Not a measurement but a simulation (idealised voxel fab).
Process module, titled voxel wiring stack
Cross-section cut spans 195 nm and uses square cells 5 nm in size.
Notation: cross-section as square-cell grid; stated in bands, top first, going down; one or more cell rows per band.
Band: top and bottom heights (nm) first, top before bottom; then materials from left to right, widths in nm. "full width" marks a sole material filling the band edge to edge. "blank" denotes empty space.
Counting heights begins at 0, where everything beneath is, in the wafer as received, one material. The lowest band has no bottom; it goes on downwards, as "0 -> down" shows.
Graded width ("30..40"): value in top row of band = first number; value in bottom row = second number; row-to-row change constant.
"left unchanged" means the step left every cell of the cross-section as it was.
The list in "Sealed internal cavities" covers empty spaces of 8 cells or more that cannot reach the top through any open way, and it gives each as width x height at distance; the distance is from the left edge, and width, height and distance are in nm.
The remark found on a step's line after its settings is issued by the simulator itself and pertains to that step.
overlay nm: right-of-plan distance of the mask on a masked step; negative values mean left-of-plan.

## plan
- 1: RECEIVE: material Si
- 2: CONFORMAL_DEP: material SiO2, thk nm 10
- 3: DIRECTIONAL_DEP: material TiN, thk nm 5
- 4: DIRECTIONAL_DEP: material Ru, thk nm 20
- 5: PATTERN: tone cover, mask id METAL_1, material resist, width nm 30, pitch nm 45, thk nm 15, overlay nm 0
- 6: DIRECTIONAL_ETCH: etch materials Ru, depth nm 20
- 7: DIRECTIONAL_ETCH: etch materials TiN, depth nm 5
- 8: STRIP: etch materials resist
- 9: FILL_DEP: material lowk, thk nm 10
- 10: CMP: height nm 35
- 11: CONFORMAL_DEP: material SiCN, thk nm 5
- 12: DIRECTIONAL_DEP: material lowk, thk nm 20
- 13: DIRECTIONAL_DEP: material aC, thk nm 15
- 14: PATTERN: tone open, mask id PLUG_1, material resist, width nm 15, pitch nm 45, thk nm 35, overlay nm 0
- 15: DIRECTIONAL_ETCH: etch materials aC, depth nm 15
- 16: STRIP: etch materials resist
- 17: DIRECTIONAL_ETCH: etch materials lowk, depth nm 20
- 18: DIRECTIONAL_ETCH: etch materials SiCN, depth nm 5
- 19: STRIP: etch materials aC
- 20: CONFORMAL_DEP: material TiN, thk nm 5
- 21: FILL_DEP: material Ru, thk nm 10
- 22: CMP: height nm 60
- 23: DIRECTIONAL_DEP: material TiN, thk nm 5
- 24: DIRECTIONAL_DEP: material W, thk nm 15
- 25: PATTERN: tone cover, mask id METAL_2, material resist, width nm 30, pitch nm 45, thk nm 15, overlay nm 0
- 26: DIRECTIONAL_ETCH: etch materials W, depth nm 15
- 27: DIRECTIONAL_ETCH: etch materials TiN, depth nm 5
- 28: STRIP: etch materials resist
- 29: FILL_DEP: material lowk, thk nm 10
- 30: CMP: height nm 80
- 31: CONFORMAL_DEP: material SiCN, thk nm 5
- 32: DIRECTIONAL_DEP: material SiO2, thk nm 35
- 33: DIRECTIONAL_DEP: material aC, thk nm 10
- 34: PATTERN: tone open, mask id METAL_3, material resist, width nm 30, pitch nm 45, thk nm 30, overlay nm 0
- 35: DIRECTIONAL_ETCH: etch materials aC, depth nm 10
- 36: STRIP: etch materials resist
- 37: DIRECTIONAL_ETCH: etch materials SiO2, depth nm 20
- 38: STRIP: etch materials aC
- 39: DIRECTIONAL_DEP: material aC, thk nm 15
- 40: PATTERN: tone open, mask id METAL_3_HOLES, material resist, width nm 15, pitch nm 90, thk nm 30, overlay nm 0
- 41: DIRECTIONAL_ETCH: etch materials aC, depth nm 15
- 42: STRIP: etch materials resist
- 43: DIRECTIONAL_ETCH: etch materials SiO2, depth nm 15
- 44: DIRECTIONAL_ETCH: etch materials SiCN, depth nm 5
- 45: STRIP: etch materials aC
- 46: CONFORMAL_DEP: material TiN, thk nm 5
- 47: FILL_DEP: material Ru, thk nm 5
- 48: CMP: height nm 120
- 49: CONFORMAL_DEP: material SiCN, thk nm 5

## first wafer, as planned

## Cross-section, incoming material, after step 1
    0 -> down | Si full width
    Sealed internal cavities: none

## Cross-section: wafer state after step 2
    10 -> 0 | SiO2 full width
    Below 0, the layers are the same as they were.

## Cross-section: wafer state after step 3
    15 -> 10 | TiN full width
    Below 10, the layers are the same as they were.

## Cross-section: wafer state after step 4
    35 -> 15 | Ru full width
    Below 15, the layers are the same as they were.

## Cross-section: wafer state after step 5
    50 -> 35 | blank=15; resist=30; blank=15; resist=30; blank=15; resist=30; blank=15; resist=30; blank=15
    Below 35, the layers are the same as they were.

## Cross-section: wafer state after step 6
    50 -> 35 | blank=15; resist=30; blank=15; resist=30; blank=15; resist=30; blank=15; resist=30; blank=15
    35 -> 15 | blank=15; Ru=30; blank=15; Ru=30; blank=15; Ru=30; blank=15; Ru=30; blank=15
    Below 15, the layers are the same as they were.

## Cross-section: wafer state after step 7
    50 -> 35 | blank=15; resist=30; blank=15; resist=30; blank=15; resist=30; blank=15; resist=30; blank=15
    35 -> 15 | blank=15; Ru=30; blank=15; Ru=30; blank=15; Ru=30; blank=15; Ru=30; blank=15
    15 -> 10 | blank=15; TiN=30; blank=15; TiN=30; blank=15; TiN=30; blank=15; TiN=30; blank=15
    Below 10, the layers are the same as they were.

## Cross-section: wafer state after step 8
    35 -> 15 | blank=15; Ru=30; blank=15; Ru=30; blank=15; Ru=30; blank=15; Ru=30; blank=15
    Below 15, the layers are the same as they were.

## Cross-section: wafer state after step 9
    45 -> 35 | lowk full width
    35 -> 15 | lowk=15; Ru=30; lowk=15; Ru=30; lowk=15; Ru=30; lowk=15; Ru=30; lowk=15
    15 -> 10 | lowk=15; TiN=30; lowk=15; TiN=30; lowk=15; TiN=30; lowk=15; TiN=30; lowk=15
    Below 10, the layers are the same as they were.

## Cross-section: wafer state after step 10
    35 -> 15 | lowk=15; Ru=30; lowk=15; Ru=30; lowk=15; Ru=30; lowk=15; Ru=30; lowk=15
    Below 15, the layers are the same as they were.

## Cross-section: wafer state after step 11
    40 -> 35 | SiCN full width
    Below 35, the layers are the same as they were.

## Cross-section: wafer state after step 12
    60 -> 40 | lowk full width
    Below 40, the layers are the same as they were.

## Cross-section: wafer state after step 13
    75 -> 60 | aC full width
    Below 60, the layers are the same as they were.

## Cross-section: wafer state after step 14
    110 -> 75 | resist=15; blank=15; resist=30; blank=15; resist=30; blank=15; resist=30; blank=15; resist=30
    Below 75, the layers are the same as they were.

## Cross-section: wafer state after step 15
    95 -> 75 | resist=15; blank=15; resist=30; blank=15; resist=30; blank=15; resist=30; blank=15; resist=30
    75 -> 60 | aC=15; blank=15; aC=30; blank=15; aC=30; blank=15; aC=30; blank=15; aC=30
    Below 60, the layers are the same as they were.

## Cross-section: wafer state after step 16
    75 -> 60 | aC=15; blank=15; aC=30; blank=15; aC=30; blank=15; aC=30; blank=15; aC=30
    Below 60, the layers are the same as they were.

## Cross-section: wafer state after step 17
    75 -> 60 | aC=15; blank=15; aC=30; blank=15; aC=30; blank=15; aC=30; blank=15; aC=30
    60 -> 40 | lowk=15; blank=15; lowk=30; blank=15; lowk=30; blank=15; lowk=30; blank=15; lowk=30
    Below 40, the layers are the same as they were.

## Cross-section: wafer state after step 18
    75 -> 60 | aC=15; blank=15; aC=30; blank=15; aC=30; blank=15; aC=30; blank=15; aC=30
    60 -> 40 | lowk=15; blank=15; lowk=30; blank=15; lowk=30; blank=15; lowk=30; blank=15; lowk=30
    40 -> 35 | SiCN=15; blank=15; SiCN=30; blank=15; SiCN=30; blank=15; SiCN=30; blank=15; SiCN=30
    Below 35, the layers are the same as they were.

## Cross-section: wafer state after step 19
    60 -> 40 | lowk=15; blank=15; lowk=30; blank=15; lowk=30; blank=15; lowk=30; blank=15; lowk=30
    Below 40, the layers are the same as they were.

## Cross-section: wafer state after step 20
    65 -> 60 | TiN=20; blank=5; TiN=40; blank=5; TiN=40; blank=5; TiN=40; blank=5; TiN=35
    60 -> 40 | lowk=15; TiN=5; blank=5; TiN=5; lowk=30; TiN=5; blank=5; TiN=5; lowk=30; TiN=5; blank=5; TiN=5; lowk=30; TiN=5; blank=5; TiN=5; lowk=30
    40 -> 35 | SiCN=15; TiN=15; SiCN=30; TiN=15; SiCN=30; TiN=15; SiCN=30; TiN=15; SiCN=30
    Below 35, the layers are the same as they were.

## Cross-section: wafer state after step 21
    75 -> 65 | Ru full width
    65 -> 60 | TiN=20; Ru=5; TiN=40; Ru=5; TiN=40; Ru=5; TiN=40; Ru=5; TiN=35
    60 -> 40 | lowk=15; TiN=5; Ru=5; TiN=5; lowk=30; TiN=5; Ru=5; TiN=5; lowk=30; TiN=5; Ru=5; TiN=5; lowk=30; TiN=5; Ru=5; TiN=5; lowk=30
    Below 40, the layers are the same as they were.

## Cross-section: wafer state after step 22
    60 -> 40 | lowk=15; TiN=5; Ru=5; TiN=5; lowk=30; TiN=5; Ru=5; TiN=5; lowk=30; TiN=5; Ru=5; TiN=5; lowk=30; TiN=5; Ru=5; TiN=5; lowk=30
    Below 40, the layers are the same as they were.

## Cross-section: wafer state after step 23
    65 -> 60 | TiN full width
    Below 60, the layers are the same as they were.

## Cross-section: wafer state after step 24
    80 -> 65 | W full width
    Below 65, the layers are the same as they were.

## Cross-section: wafer state after step 25
    95 -> 80 | blank=15; resist=30; blank=15; resist=30; blank=15; resist=30; blank=15; resist=30; blank=15
    Below 80, the layers are the same as they were.

## Cross-section: wafer state after step 26
    95 -> 80 | blank=15; resist=30; blank=15; resist=30; blank=15; resist=30; blank=15; resist=30; blank=15
    80 -> 65 | blank=15; W=30; blank=15; W=30; blank=15; W=30; blank=15; W=30; blank=15
    Below 65, the layers are the same as they were.

## Cross-section: wafer state after step 27
    95 -> 80 | blank=15; resist=30; blank=15; resist=30; blank=15; resist=30; blank=15; resist=30; blank=15
    80 -> 65 | blank=15; W=30; blank=15; W=30; blank=15; W=30; blank=15; W=30; blank=15
    65 -> 60 | blank=15; TiN=30; blank=15; TiN=30; blank=15; TiN=30; blank=15; TiN=30; blank=15
    Below 60, the layers are the same as they were.

## Cross-section: wafer state after step 28
    80 -> 65 | blank=15; W=30; blank=15; W=30; blank=15; W=30; blank=15; W=30; blank=15
    Below 65, the layers are the same as they were.

## Cross-section: wafer state after step 29
    90 -> 80 | lowk full width
    80 -> 65 | lowk=15; W=30; lowk=15; W=30; lowk=15; W=30; lowk=15; W=30; lowk=15
    65 -> 60 | lowk=15; TiN=30; lowk=15; TiN=30; lowk=15; TiN=30; lowk=15; TiN=30; lowk=15
    Below 60, the layers are the same as they were.

## Cross-section: wafer state after step 30
    80 -> 65 | lowk=15; W=30; lowk=15; W=30; lowk=15; W=30; lowk=15; W=30; lowk=15
    Below 65, the layers are the same as they were.

## Cross-section: wafer state after step 31
    85 -> 80 | SiCN full width
    Below 80, the layers are the same as they were.

## Cross-section: wafer state after step 32
    120 -> 85 | SiO2 full width
    Below 85, the layers are the same as they were.

## Cross-section: wafer state after step 33
    130 -> 120 | aC full width
    Below 120, the layers are the same as they were.

## Cross-section: wafer state after step 34
    160 -> 130 | resist=15; blank=30; resist=15; blank=30; resist=15; blank=30; resist=15; blank=30; resist=15
    Below 130, the layers are the same as they were.

## Cross-section: wafer state after step 35
    150 -> 130 | resist=15; blank=30; resist=15; blank=30; resist=15; blank=30; resist=15; blank=30; resist=15
    130 -> 120 | aC=15; blank=30; aC=15; blank=30; aC=15; blank=30; aC=15; blank=30; aC=15
    Below 120, the layers are the same as they were.

## Cross-section: wafer state after step 36
    130 -> 120 | aC=15; blank=30; aC=15; blank=30; aC=15; blank=30; aC=15; blank=30; aC=15
    Below 120, the layers are the same as they were.

## Cross-section: wafer state after step 37
    130 -> 120 | aC=15; blank=30; aC=15; blank=30; aC=15; blank=30; aC=15; blank=30; aC=15
    120 -> 100 | SiO2=15; blank=30; SiO2=15; blank=30; SiO2=15; blank=30; SiO2=15; blank=30; SiO2=15
    Below 100, the layers are the same as they were.

## Cross-section: wafer state after step 38
    120 -> 100 | SiO2=15; blank=30; SiO2=15; blank=30; SiO2=15; blank=30; SiO2=15; blank=30; SiO2=15
    Below 100, the layers are the same as they were.

## Cross-section: wafer state after step 39
    135 -> 120 | aC=15; blank=30; aC=15; blank=30; aC=15; blank=30; aC=15; blank=30; aC=15
    120 -> 115 | SiO2=15; blank=30; SiO2=15; blank=30; SiO2=15; blank=30; SiO2=15; blank=30; SiO2=15
    115 -> 100 | SiO2=15; aC=30; SiO2=15; aC=30; SiO2=15; aC=30; SiO2=15; aC=30; SiO2=15
    Below 100, the layers are the same as they were.

## Cross-section: wafer state after step 40
    165 -> 135 | resist=15; blank=15; resist=75; blank=15; resist=75
    135 -> 120 | aC=15; blank=15; resist=15; aC=15; resist=30; aC=15; blank=15; resist=15; aC=15; resist=30; aC=15
    120 -> 115 | SiO2=15; blank=15; resist=15; SiO2=15; resist=30; SiO2=15; blank=15; resist=15; SiO2=15; resist=30; SiO2=15
    Below 115, the layers are the same as they were.

## Cross-section: wafer state after step 41
    150 -> 135 | resist=15; blank=15; resist=75; blank=15; resist=75
    135 -> 120 | aC=15; blank=15; resist=15; aC=15; resist=30; aC=15; blank=15; resist=15; aC=15; resist=30; aC=15
    120 -> 115 | SiO2=15; blank=15; resist=15; SiO2=15; resist=30; SiO2=15; blank=15; resist=15; SiO2=15; resist=30; SiO2=15
    115 -> 100 | SiO2=15; blank=15; aC=15; SiO2=15; aC=30; SiO2=15; blank=15; aC=15; SiO2=15; aC=30; SiO2=15
    Below 100, the layers are the same as they were.

## Cross-section: wafer state after step 42
    135 -> 120 | aC=15; blank=30; aC=15; blank=30; aC=15; blank=30; aC=15; blank=30; aC=15
    120 -> 115 | SiO2=15; blank=30; SiO2=15; blank=30; SiO2=15; blank=30; SiO2=15; blank=30; SiO2=15
    Below 115, the layers are the same as they were.

## Cross-section: wafer state after step 43
    135 -> 120 | aC=15; blank=30; aC=15; blank=30; aC=15; blank=30; aC=15; blank=30; aC=15
    120 -> 115 | SiO2=15; blank=30; SiO2=15; blank=30; SiO2=15; blank=30; SiO2=15; blank=30; SiO2=15
    115 -> 100 | SiO2=15; blank=15; aC=15; SiO2=15; aC=30; SiO2=15; blank=15; aC=15; SiO2=15; aC=30; SiO2=15
    100 -> 85 | SiO2=15; blank=15; SiO2=75; blank=15; SiO2=75
    Below 85, the layers are the same as they were.

## Cross-section: wafer state after step 44
    135 -> 120 | aC=15; blank=30; aC=15; blank=30; aC=15; blank=30; aC=15; blank=30; aC=15
    120 -> 115 | SiO2=15; blank=30; SiO2=15; blank=30; SiO2=15; blank=30; SiO2=15; blank=30; SiO2=15
    115 -> 100 | SiO2=15; blank=15; aC=15; SiO2=15; aC=30; SiO2=15; blank=15; aC=15; SiO2=15; aC=30; SiO2=15
    100 -> 85 | SiO2=15; blank=15; SiO2=75; blank=15; SiO2=75
    85 -> 80 | SiCN=15; blank=15; SiCN=75; blank=15; SiCN=75
    Below 80, the layers are the same as they were.

## Cross-section: wafer state after step 45
    120 -> 100 | SiO2=15; blank=30; SiO2=15; blank=30; SiO2=15; blank=30; SiO2=15; blank=30; SiO2=15
    Below 100, the layers are the same as they were.

## Cross-section: wafer state after step 46
    125 -> 120 | TiN=20; blank=20; TiN=25; blank=20; TiN=25; blank=20; TiN=25; blank=20; TiN=20
    120 -> 105 | SiO2=15; TiN=5; blank=20; TiN=5; SiO2=15; TiN=5; blank=20; TiN=5; SiO2=15; TiN=5; blank=20; TiN=5; SiO2=15; TiN=5; blank=20; TiN=5; SiO2=15
    105 -> 100 | SiO2=15; TiN=5; blank=5; TiN=20; SiO2=15; TiN=30; SiO2=15; TiN=5; blank=5; TiN=20; SiO2=15; TiN=30; SiO2=15
    100 -> 85 | SiO2=15; TiN=5; blank=5; TiN=5; SiO2=75; TiN=5; blank=5; TiN=5; SiO2=75
    85 -> 80 | SiCN=15; TiN=15; SiCN=75; TiN=15; SiCN=75
    Below 80, the layers are the same as they were.

## Cross-section: wafer state after step 47
    130 -> 125 | Ru full width
    125 -> 120 | TiN=20; Ru=20; TiN=25; Ru=20; TiN=25; Ru=20; TiN=25; Ru=20; TiN=20
    120 -> 105 | SiO2=15; TiN=5; Ru=20; TiN=5; SiO2=15; TiN=5; Ru=20; TiN=5; SiO2=15; TiN=5; Ru=20; TiN=5; SiO2=15; TiN=5; Ru=20; TiN=5; SiO2=15
    105 -> 100 | SiO2=15; TiN=5; Ru=5; TiN=20; SiO2=15; TiN=30; SiO2=15; TiN=5; Ru=5; TiN=20; SiO2=15; TiN=30; SiO2=15
    100 -> 85 | SiO2=15; TiN=5; Ru=5; TiN=5; SiO2=75; TiN=5; Ru=5; TiN=5; SiO2=75
    Below 85, the layers are the same as they were.

## Cross-section: wafer state after step 48
    120 -> 105 | SiO2=15; TiN=5; Ru=20; TiN=5; SiO2=15; TiN=5; Ru=20; TiN=5; SiO2=15; TiN=5; Ru=20; TiN=5; SiO2=15; TiN=5; Ru=20; TiN=5; SiO2=15
    Below 105, the layers are the same as they were.

## Cross-section: wafer state after step 49
    125 -> 120 | SiCN full width
    Below 120, the layers are the same as they were.

## The second wafer: identical to the first at the outset and in its planned sequence, differing only in that one mistake was made during processing; up to and including step 24, its path is the first wafer's path

## Second wafer at the planned finish of step 25, seen in cross-section
    95 -> 80 | blank=20; resist=25; blank=20; resist=25; blank=20; resist=25; blank=20; resist=25; blank=15
    Below 80, the layers are the same as they were.

## Second wafer at the planned finish of step 26, seen in cross-section
    95 -> 80 | blank=20; resist=25; blank=20; resist=25; blank=20; resist=25; blank=20; resist=25; blank=15
    80 -> 65 | blank=20; W=25; blank=20; W=25; blank=20; W=25; blank=20; W=25; blank=15
    Below 65, the layers are the same as they were.

## Second wafer at the planned finish of step 27, seen in cross-section
    95 -> 80 | blank=20; resist=25; blank=20; resist=25; blank=20; resist=25; blank=20; resist=25; blank=15
    80 -> 65 | blank=20; W=25; blank=20; W=25; blank=20; W=25; blank=20; W=25; blank=15
    65 -> 60 | blank=20; TiN=25; blank=20; TiN=25; blank=20; TiN=25; blank=20; TiN=25; blank=15
    Below 60, the layers are the same as they were.

## Second wafer at the planned finish of step 28, seen in cross-section
    80 -> 65 | blank=20; W=25; blank=20; W=25; blank=20; W=25; blank=20; W=25; blank=15
    Below 65, the layers are the same as they were.

## Second wafer at the planned finish of step 29, seen in cross-section
    90 -> 80 | lowk full width
    80 -> 65 | lowk=20; W=25; lowk=20; W=25; lowk=20; W=25; lowk=20; W=25; lowk=15
    65 -> 60 | lowk=20; TiN=25; lowk=20; TiN=25; lowk=20; TiN=25; lowk=20; TiN=25; lowk=15
    Below 60, the layers are the same as they were.

## Second wafer at the planned finish of step 30, seen in cross-section
    80 -> 65 | lowk=20; W=25; lowk=20; W=25; lowk=20; W=25; lowk=20; W=25; lowk=15
    Below 65, the layers are the same as they were.

## Second wafer at the planned finish of step 31, seen in cross-section
    85 -> 80 | SiCN full width
    Below 80, the layers are the same as they were.

## Second wafer at the planned finish of step 32, seen in cross-section
    120 -> 85 | SiO2 full width
    Below 85, the layers are the same as they were.

## Second wafer at the planned finish of step 33, seen in cross-section
    130 -> 120 | aC full width
    Below 120, the layers are the same as they were.

## Second wafer at the planned finish of step 34, seen in cross-section
    160 -> 130 | resist=15; blank=30; resist=15; blank=30; resist=15; blank=30; resist=15; blank=30; resist=15
    Below 130, the layers are the same as they were.

## Second wafer at the planned finish of step 35, seen in cross-section
    150 -> 130 | resist=15; blank=30; resist=15; blank=30; resist=15; blank=30; resist=15; blank=30; resist=15
    130 -> 120 | aC=15; blank=30; aC=15; blank=30; aC=15; blank=30; aC=15; blank=30; aC=15
    Below 120, the layers are the same as they were.

## Second wafer at the planned finish of step 36, seen in cross-section
    130 -> 120 | aC=15; blank=30; aC=15; blank=30; aC=15; blank=30; aC=15; blank=30; aC=15
    Below 120, the layers are the same as they were.

## Second wafer at the planned finish of step 37, seen in cross-section
    130 -> 120 | aC=15; blank=30; aC=15; blank=30; aC=15; blank=30; aC=15; blank=30; aC=15
    120 -> 100 | SiO2=15; blank=30; SiO2=15; blank=30; SiO2=15; blank=30; SiO2=15; blank=30; SiO2=15
    Below 100, the layers are the same as they were.

## Second wafer at the planned finish of step 38, seen in cross-section
    120 -> 100 | SiO2=15; blank=30; SiO2=15; blank=30; SiO2=15; blank=30; SiO2=15; blank=30; SiO2=15
    Below 100, the layers are the same as they were.

## Second wafer at the planned finish of step 39, seen in cross-section
    135 -> 120 | aC=15; blank=30; aC=15; blank=30; aC=15; blank=30; aC=15; blank=30; aC=15
    120 -> 115 | SiO2=15; blank=30; SiO2=15; blank=30; SiO2=15; blank=30; SiO2=15; blank=30; SiO2=15
    115 -> 100 | SiO2=15; aC=30; SiO2=15; aC=30; SiO2=15; aC=30; SiO2=15; aC=30; SiO2=15
    Below 100, the layers are the same as they were.

## Second wafer at the planned finish of step 40, seen in cross-section
    165 -> 135 | resist=15; blank=15; resist=75; blank=15; resist=75
    135 -> 120 | aC=15; blank=15; resist=15; aC=15; resist=30; aC=15; blank=15; resist=15; aC=15; resist=30; aC=15
    120 -> 115 | SiO2=15; blank=15; resist=15; SiO2=15; resist=30; SiO2=15; blank=15; resist=15; SiO2=15; resist=30; SiO2=15
    Below 115, the layers are the same as they were.

## Second wafer at the planned finish of step 41, seen in cross-section
    150 -> 135 | resist=15; blank=15; resist=75; blank=15; resist=75
    135 -> 120 | aC=15; blank=15; resist=15; aC=15; resist=30; aC=15; blank=15; resist=15; aC=15; resist=30; aC=15
    120 -> 115 | SiO2=15; blank=15; resist=15; SiO2=15; resist=30; SiO2=15; blank=15; resist=15; SiO2=15; resist=30; SiO2=15
    115 -> 100 | SiO2=15; blank=15; aC=15; SiO2=15; aC=30; SiO2=15; blank=15; aC=15; SiO2=15; aC=30; SiO2=15
    Below 100, the layers are the same as they were.

## Second wafer at the planned finish of step 42, seen in cross-section
    135 -> 120 | aC=15; blank=30; aC=15; blank=30; aC=15; blank=30; aC=15; blank=30; aC=15
    120 -> 115 | SiO2=15; blank=30; SiO2=15; blank=30; SiO2=15; blank=30; SiO2=15; blank=30; SiO2=15
    Below 115, the layers are the same as they were.

## Second wafer at the planned finish of step 43, seen in cross-section
    135 -> 120 | aC=15; blank=30; aC=15; blank=30; aC=15; blank=30; aC=15; blank=30; aC=15
    120 -> 115 | SiO2=15; blank=30; SiO2=15; blank=30; SiO2=15; blank=30; SiO2=15; blank=30; SiO2=15
    115 -> 100 | SiO2=15; blank=15; aC=15; SiO2=15; aC=30; SiO2=15; blank=15; aC=15; SiO2=15; aC=30; SiO2=15
    100 -> 85 | SiO2=15; blank=15; SiO2=75; blank=15; SiO2=75
    Below 85, the layers are the same as they were.

## Second wafer at the planned finish of step 44, seen in cross-section
    135 -> 120 | aC=15; blank=30; aC=15; blank=30; aC=15; blank=30; aC=15; blank=30; aC=15
    120 -> 115 | SiO2=15; blank=30; SiO2=15; blank=30; SiO2=15; blank=30; SiO2=15; blank=30; SiO2=15
    115 -> 100 | SiO2=15; blank=15; aC=15; SiO2=15; aC=30; SiO2=15; blank=15; aC=15; SiO2=15; aC=30; SiO2=15
    100 -> 85 | SiO2=15; blank=15; SiO2=75; blank=15; SiO2=75
    85 -> 80 | SiCN=15; blank=15; SiCN=75; blank=15; SiCN=75
    Below 80, the layers are the same as they were.

## Second wafer at the planned finish of step 45, seen in cross-section
    120 -> 100 | SiO2=15; blank=30; SiO2=15; blank=30; SiO2=15; blank=30; SiO2=15; blank=30; SiO2=15
    Below 100, the layers are the same as they were.

## Second wafer at the planned finish of step 46, seen in cross-section
    125 -> 120 | TiN=20; blank=20; TiN=25; blank=20; TiN=25; blank=20; TiN=25; blank=20; TiN=20
    120 -> 105 | SiO2=15; TiN=5; blank=20; TiN=5; SiO2=15; TiN=5; blank=20; TiN=5; SiO2=15; TiN=5; blank=20; TiN=5; SiO2=15; TiN=5; blank=20; TiN=5; SiO2=15
    105 -> 100 | SiO2=15; TiN=5; blank=5; TiN=20; SiO2=15; TiN=30; SiO2=15; TiN=5; blank=5; TiN=20; SiO2=15; TiN=30; SiO2=15
    100 -> 85 | SiO2=15; TiN=5; blank=5; TiN=5; SiO2=75; TiN=5; blank=5; TiN=5; SiO2=75
    85 -> 80 | SiCN=15; TiN=15; SiCN=75; TiN=15; SiCN=75
    Below 80, the layers are the same as they were.

## Second wafer at the planned finish of step 47, seen in cross-section
    130 -> 125 | Ru full width
    125 -> 120 | TiN=20; Ru=20; TiN=25; Ru=20; TiN=25; Ru=20; TiN=25; Ru=20; TiN=20
    120 -> 105 | SiO2=15; TiN=5; Ru=20; TiN=5; SiO2=15; TiN=5; Ru=20; TiN=5; SiO2=15; TiN=5; Ru=20; TiN=5; SiO2=15; TiN=5; Ru=20; TiN=5; SiO2=15
    105 -> 100 | SiO2=15; TiN=5; Ru=5; TiN=20; SiO2=15; TiN=30; SiO2=15; TiN=5; Ru=5; TiN=20; SiO2=15; TiN=30; SiO2=15
    100 -> 85 | SiO2=15; TiN=5; Ru=5; TiN=5; SiO2=75; TiN=5; Ru=5; TiN=5; SiO2=75
    Below 85, the layers are the same as they were.

## Second wafer at the planned finish of step 48, seen in cross-section
    120 -> 105 | SiO2=15; TiN=5; Ru=20; TiN=5; SiO2=15; TiN=5; Ru=20; TiN=5; SiO2=15; TiN=5; Ru=20; TiN=5; SiO2=15; TiN=5; Ru=20; TiN=5; SiO2=15
    Below 105, the layers are the same as they were.

## Second wafer at the planned finish of step 49, seen in cross-section
    125 -> 120 | SiCN full width
    Below 120, the layers are the same as they were.
The mistake made against the process plan was this: it should be noted that step 25 was executed with settings other than those planned, the operation and settings actually applied being PATTERN: tone cover, mask id METAL_2, material resist, width nm 25, pitch nm 45, thk nm 15, overlay nm 0
End of process, cell counts, second wafer against first, materials with more or fewer: 4 fewer of TiN | 12 fewer of W | 16 more of lowk
